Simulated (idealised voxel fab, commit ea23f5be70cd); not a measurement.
process module | voxel self aligned contacts
cross-section cut | 205 nm wide | cells 5 nm
A cross-section is a grid of square cells, given in bands from the top down. A band is one or more rows of cells.
Each band's line starts with the height of the band's top and of its bottom, in nm. Then come its materials from left to right, each with its width in nm. One material with "throughout" fills the band from edge to edge. "air" is empty space.
Height 0 is the level under which the wafer as received is all one material. The lowest band goes on downwards, as in "0 down".
A width such as "30 to 40" changes by the same amount from each row of cells to the next, from the band's top row to its bottom row.
"no change" after a step means that no cell of the cross-section changed.
closed voids: empty space of 8 cells or more with no open way to the top, each as width x height at its distance from the left edge, in nm
after a step's settings: what the simulator itself notes on the step
overlay nm, on a step with a mask: how far to the right of its planned place the mask lay; to the left if negative
plan
1 op RECEIVE | material Si
2 op CONFORMAL_DEP | material SiO2 | thk nm 5
3 op DIRECTIONAL_DEP | material polySi | thk nm 25
4 op DIRECTIONAL_DEP | material SiN | thk nm 20
5 op MASKED_ETCH | tone cover | mask id GATE | width nm 25 | pitch nm 60 | etch materials SiN | depth nm 20 | overlay nm 0
6 op MASKED_ETCH | tone cover | mask id GATE | width nm 25 | pitch nm 60 | etch materials polySi | depth nm 25 | overlay nm 0
7 op CONFORMAL_DEP | material SiN | thk nm 10
8 op DIRECTIONAL_ETCH | etch materials SiN | depth nm 10
9 op FILL_DEP | material SiO2 | thk nm 10
10 op CMP | height nm 55
11 op DIRECTIONAL_DEP | material aC | thk nm 10
12 op PATTERN | tone open | mask id CONTACT | material resist | width nm 45 | pitch nm 60 | thk nm 30 | overlay nm 0
13 op DIRECTIONAL_ETCH | etch materials aC | depth nm 10
14 op STRIP | etch materials resist
15 op DIRECTIONAL_ETCH | etch materials SiO2 | depth nm 55
16 op STRIP | etch materials aC
17 op CONFORMAL_DEP | material TiN | thk nm 5
18 op FILL_DEP | material Ru | thk nm 5
19 op CMP | height nm 55
20 op CONFORMAL_DEP | material SiN | thk nm 5
as received, after step 1
  0 down: Si throughout
  closed voids: none
first wafer at the end, as planned
  60 to 55: SiN throughout
  55 to 50: SiO2 50 | TiN 20 | Ru 5 | TiN 20 | SiO2 15 | TiN 20 | Ru 5 | TiN 20 | SiO2 50
  50 to 30: SiO2 20 | SiN 45 | TiN 5 | Ru 5 | TiN 5 | SiN 45 | TiN 5 | Ru 5 | TiN 5 | SiN 45 | SiO2 20
  30 to 5: SiO2 20 | SiN 10 | polySi 25 | SiN 10 | TiN 5 | Ru 5 | TiN 5 | SiN 10 | polySi 25 | SiN 10 | TiN 5 | Ru 5 | TiN 5 | SiN 10 | polySi 25 | SiN 10 | SiO2 20
  5 to 0: SiO2 65 | TiN 15 | SiO2 45 | TiN 15 | SiO2 65
  0 down: Si throughout
  closed voids: none
second wafer at the end: like start, like plan, one mistake
  60 to 55: SiN throughout
  55 to 50: SiO2 50 | TiN 20 | Ru 5 | TiN 20 | SiO2 15 | TiN 20 | Ru 5 | TiN 20 | SiO2 50
  50 to 35: SiO2 20 | SiN 45 | TiN 5 | Ru 5 | TiN 5 | SiN 45 | TiN 5 | Ru 5 | TiN 5 | SiN 45 | SiO2 20
  35 to 30: SiO2 20 | SiN 45 | TiN 15 | SiN 45 | TiN 15 | SiN 45 | SiO2 20
  30 to 5: SiO2 15 | SiN 10 | polySi 30 | SiN 10 | TiN 10 | SiN 10 | polySi 30 | SiN 10 | TiN 10 | SiN 10 | polySi 30 | SiN 10 | SiO2 20
  5 to 0: SiO2 65 | TiN 10 | SiO2 50 | TiN 10 | SiO2 70
  0 down: Si throughout
  closed voids: none
what went wrong: step 6 ran as: op MASKED_ETCH | tone cover | mask id GATE | width nm 25 | pitch nm 60 | etch materials polySi | depth nm 25 | overlay nm -5
at the end the second wafer has, in cells: 12 fewer of Ru | 3 fewer of SiO2 | 15 more of polySi
